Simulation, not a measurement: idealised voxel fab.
The document below concerns the process module designated voxel wiring stack.
Section shown: cut. Width: 210 nm. Cell size: 5 nm, square.
Square cells in a grid make up a cross-section in this document, and the grid is given as bands, listed from the top down, each one or more rows of cells. Band: top and bottom heights (nm) first, top before bottom; then materials from left to right, widths in nm. "edge to edge" marks a sole material filling the band edge to edge. "empty" denotes empty space. For the purposes of this specification, 0 denotes the height below which the wafer in its as-received condition is composed wholly of one material, and the lowermost band, lacking a lower limit, extends downward without end, as expressed in "0 nm and below". You'd read "30..40" like this: the band's top row of cells is as wide as the first number, its bottom row is as wide as the second, and going down, every row changes width by the same amount as the row before did. For the purposes of this document, the phrase "nothing was modified" attached to a step denotes that no cell within the cross-section was modified by that step. Heads up: "Unvented internal voids" only lists the empty pockets with no open path to the top that are 8 cells or more, and it writes them as width x height at distance, distance from the left edge, in nm. Read whatever lies past the settings on a step's line as the simulator's own remark about the step. overlay nm: mask right of planned place by this much (step with mask). Neg. = left. If you're wondering how to read the rest of this, here's the deal. It's pairs of cross-sections: one from before a process step, one from after it. The after one is only drawn as far down as the lowest band that changed. Right under each pair you'll see which step sits between them and what its settings were. Don't read the pairs as one continuous story, though. They can come from different runs of this module on the same starting wafer, and a pair only carries on from the one above it where its entry headed "Pre-step view" says so.

Pre-step view
	110 nm to 90 nm: 15 lowk  25 empty  25 lowk  25 empty  25 lowk  25 empty  25 lowk  25 empty  20 lowk
	90 nm to 75 nm: 15 lowk  15 empty  35 lowk  15 empty  35 lowk  15 empty  35 lowk  15 empty  30 lowk
	75 nm to 70 nm: 15 SiCN  15 empty  35 SiCN  15 empty  35 SiCN  15 empty  35 SiCN  15 empty  30 SiCN
	70 nm to 60 nm: 25 Cu  5 TiN  10 SiO2  5 TiN  30 Cu  5 TiN  10 SiO2  5 TiN  30 Cu  5 TiN  10 SiO2  5 TiN  30 Cu  5 TiN  10 SiO2  5 TiN  15 Cu
	60 nm to 55 nm: 20 TiN  5 Cu  5 TiN  10 SiO2  30 TiN  5 Cu  5 TiN  10 SiO2  30 TiN  5 Cu  5 TiN  10 SiO2  30 TiN  5 Cu  5 TiN  10 SiO2  20 TiN
	55 nm to 45 nm: 15 SiO2  5 TiN  5 Cu  5 TiN  35 SiO2  5 TiN  5 Cu  5 TiN  35 SiO2  5 TiN  5 Cu  5 TiN  35 SiO2  5 TiN  5 Cu  5 TiN  30 SiO2
	45 nm to 40 nm: 15 SiCN  15 TiN  35 SiCN  15 TiN  35 SiCN  15 TiN  35 SiCN  15 TiN  30 SiCN
	40 nm to 15 nm: 15 SiO2  5 TiN  15 Cu  5 TiN  25 SiO2  5 TiN  15 Cu  5 TiN  25 SiO2  5 TiN  15 Cu  5 TiN  25 SiO2  5 TiN  15 Cu  5 TiN  20 SiO2
	15 nm to 10 nm: 15 SiN  25 TiN  25 SiN  25 TiN  25 SiN  25 TiN  25 SiN  25 TiN  20 SiN
	10 nm to 0 nm: SiO2 edge to edge
	0 nm and below: Si edge to edge
	Unvented internal voids: none

As Processed
	115 nm to 110 nm: 20 TiN  15 empty  35 TiN  15 empty  35 TiN  15 empty  35 TiN  15 empty  25 TiN
	110 nm to 95 nm: 15 lowk  5 TiN  15 empty  5 TiN  25 lowk  5 TiN  15 empty  5 TiN  25 lowk  5 TiN  15 empty  5 TiN  25 lowk  5 TiN  15 empty  5 TiN  20 lowk
	95 nm to 90 nm: 15 lowk  5 TiN  5 empty  15 TiN  25 lowk  5 TiN  5 empty  15 TiN  25 lowk  5 TiN  5 empty  15 TiN  25 lowk  5 TiN  5 empty  15 TiN  20 lowk
	90 nm to 75 nm: 15 lowk  5 TiN  5 empty  5 TiN  35 lowk  5 TiN  5 empty  5 TiN  35 lowk  5 TiN  5 empty  5 TiN  35 lowk  5 TiN  5 empty  5 TiN  30 lowk
	75 nm to 70 nm: 15 SiCN  15 TiN  35 SiCN  15 TiN  35 SiCN  15 TiN  35 SiCN  15 TiN  30 SiCN
	Below 70 it's all the same as before, nothing changed down there.
	Unvented internal voids: none
The two cross-sections above bracket this step: CONFORMAL_DEP [material TiN] [thk nm 5]

Pre-step view: = after-state of the pair above.

As Processed
	120 nm to 115 nm: Cu edge to edge
	115 nm to 110 nm: 20 TiN  15 Cu  35 TiN  15 Cu  35 TiN  15 Cu  35 TiN  15 Cu  25 TiN
	110 nm to 95 nm: 15 lowk  5 TiN  15 Cu  5 TiN  25 lowk  5 TiN  15 Cu  5 TiN  25 lowk  5 TiN  15 Cu  5 TiN  25 lowk  5 TiN  15 Cu  5 TiN  20 lowk
	95 nm to 90 nm: 15 lowk  5 TiN  5 Cu  15 TiN  25 lowk  5 TiN  5 Cu  15 TiN  25 lowk  5 TiN  5 Cu  15 TiN  25 lowk  5 TiN  5 Cu  15 TiN  20 lowk
	90 nm to 75 nm: 15 lowk  5 TiN  5 Cu  5 TiN  35 lowk  5 TiN  5 Cu  5 TiN  35 lowk  5 TiN  5 Cu  5 TiN  35 lowk  5 TiN  5 Cu  5 TiN  30 lowk
	Below 75 it's all the same as before, nothing changed down there.
	Unvented internal voids: none
The two cross-sections above bracket this step: FILL_DEP [material Cu] [thk nm 5]

Pre-step view: = after-state of the pair above.

As Processed
	110 nm to 95 nm: 15 lowk  5 TiN  15 Cu  5 TiN  25 lowk  5 TiN  15 Cu  5 TiN  25 lowk  5 TiN  15 Cu  5 TiN  25 lowk  5 TiN  15 Cu  5 TiN  20 lowk
	Below 95 it's all the same as before, nothing changed down there.
	Unvented internal voids: none
The two cross-sections above bracket this step: CMP [height nm 110]

Pre-step view: = after-state of the pair above.

As Processed
	115 nm to 110 nm: SiN edge to edge
	Below 110 it's all the same as before, nothing changed down there.
	Unvented internal voids: none
The two cross-sections above bracket this step: CONFORMAL_DEP [material SiN] [thk nm 5]
